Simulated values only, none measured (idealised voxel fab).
Module name: voxel self aligned contacts (process module)
Section shown: cut. Width: 260 nm. Cell size: 5 nm, square.
Cross-section layout: square cells on a grid; listed as bands, top to bottom; a band spans one or more cell rows. Basically the band line says how high the top is and how high the bottom is, in nm, and then what's in it from left to right, every material with its width in nm. Empty space shows up as "blank", and if a single material carries "everywhere" it runs the full band edge to edge. Heights from 0 (as-received wafer is one material below). Bottom band endless downward, as "0 and below". Read "30..40" as a graded width: first number on top, second number at the bottom, same change between each pair of neighbouring rows. Any step labelled "left unchanged" changed none of the cells in the cross-section. "Trapped voids" contains a list of empty spaces, each no smaller than 8 cells and without an open way to the top, written in the form width x height at distance with the distance from the left edge and all three in nm. Step line, after settings: the simulator's comment on this step. "overlay nm" answers the question of how far to the right of plan the mask lay on a step that has a mask, and when it is negative the answer is to the left.

[Steps planned for the process]
step 1: RECEIVE | material Si
step 2: OXIDIZE | depth nm 5
step 3: DIRECTIONAL_DEP | material polySi | thk nm 30
step 4: DIRECTIONAL_DEP | material SiN | thk nm 15
step 5: MASKED_ETCH | tone cover | mask id GATE | width nm 35 | pitch nm 70 | etch materials SiN | depth nm 15 | overlay nm 0
step 6: MASKED_ETCH | tone cover | mask id GATE | width nm 35 | pitch nm 70 | etch materials polySi | depth nm 30 | overlay nm 0
step 7: CONFORMAL_DEP | material SiN | thk nm 5
step 8: DIRECTIONAL_ETCH | etch materials SiN | depth nm 5
step 9: FILL_DEP | material SiO2 | thk nm 15
step 10: CMP | height nm 50
step 11: PATTERN | tone open | mask id CONTACT | material resist | width nm 45 | pitch nm 70 | thk nm 15 | overlay nm 0
step 12: DIRECTIONAL_ETCH | etch materials SiO2 | depth nm 55
step 13: STRIP | etch materials resist
step 14: CONFORMAL_DEP | material TiN | thk nm 5
step 15: FILL_DEP | material Ru | thk nm 10
step 16: CMP | height nm 40
step 17: CONFORMAL_DEP | material SiCN | thk nm 5
Same starting wafers, different height nm at step 16. Plan value belongs to the first wafer.

[Cross-section of the first of several wafers as received (after step 1)]
	0 and below: Si everywhere
	Trapped voids: none

[Quick look at the cross-section of the first of several wafers after step 17, which wraps up the module]
	45 down to 40: SiCN everywhere
	40 down to 30: 35 nm SiO2; 45 nm SiN; 5 nm TiN; 15 nm Ru; 5 nm TiN; 45 nm SiN; 5 nm TiN; 15 nm Ru; 5 nm TiN; 45 nm SiN; 40 nm SiO2
	30 down to 0: 35 nm SiO2; 5 nm SiN; 35 nm polySi; 5 nm SiN; 5 nm TiN; 15 nm Ru; 5 nm TiN; 5 nm SiN; 35 nm polySi; 5 nm SiN; 5 nm TiN; 15 nm Ru; 5 nm TiN; 5 nm SiN; 35 nm polySi; 5 nm SiN; 40 nm SiO2
	0 down to -5: 80 nm SiO2; 25 nm TiN; 45 nm SiO2; 25 nm TiN; 85 nm SiO2
	-5 and below: Si everywhere
	Trapped voids: none

[So this is the cross-section on the last wafer at the end of the module]
	70 down to 65: SiCN everywhere
	65 down to 55: Ru everywhere
	55 down to 50: 75 nm TiN; 35 nm Ru; 35 nm TiN; 35 nm Ru; 80 nm TiN
	50 down to 45: 70 nm SiO2; 15 nm TiN; 15 nm Ru; 15 nm TiN; 25 nm SiO2; 15 nm TiN; 15 nm Ru; 15 nm TiN; 75 nm SiO2
	45 down to 30: 35 nm SiO2; 45 nm SiN; 5 nm TiN; 15 nm Ru; 5 nm TiN; 45 nm SiN; 5 nm TiN; 15 nm Ru; 5 nm TiN; 45 nm SiN; 40 nm SiO2
	30 down to 0: 35 nm SiO2; 5 nm SiN; 35 nm polySi; 5 nm SiN; 5 nm TiN; 15 nm Ru; 5 nm TiN; 5 nm SiN; 35 nm polySi; 5 nm SiN; 5 nm TiN; 15 nm Ru; 5 nm TiN; 5 nm SiN; 35 nm polySi; 5 nm SiN; 40 nm SiO2
	0 down to -5: 80 nm SiO2; 25 nm TiN; 45 nm SiO2; 25 nm TiN; 85 nm SiO2
	-5 and below: Si everywhere
	Trapped voids: none

[Quick key for the table: a row per wafer, taken at the end of the module. For each material it tells you how many cells the wafer gained (+) or lost (-) since it came in, and the closed voids come after]
height nm 40; +48 Ru; -52 Si; +52 SiCN; +90 SiN; +162 SiO2; +42 TiN; +126 polySi; Trapped voids: none
height nm 45; +54 Ru; -52 Si; +52 SiCN; +117 SiN; +177 SiO2; +46 TiN; +126 polySi; Trapped voids: none
height nm 50; +60 Ru; -52 Si; +52 SiCN; +117 SiN; +211 SiO2; +58 TiN; +126 polySi; Trapped voids: none
height nm 55; +74 Ru; -52 Si; +52 SiCN; +117 SiN; +211 SiO2; +96 TiN; +126 polySi; Trapped voids: none
height nm 60; +126 Ru; -52 Si; +52 SiCN; +117 SiN; +211 SiO2; +96 TiN; +126 polySi; Trapped voids: none
height nm 65; +178 Ru; -52 Si; +52 SiCN; +117 SiN; +211 SiO2; +96 TiN; +126 polySi; Trapped voids: none
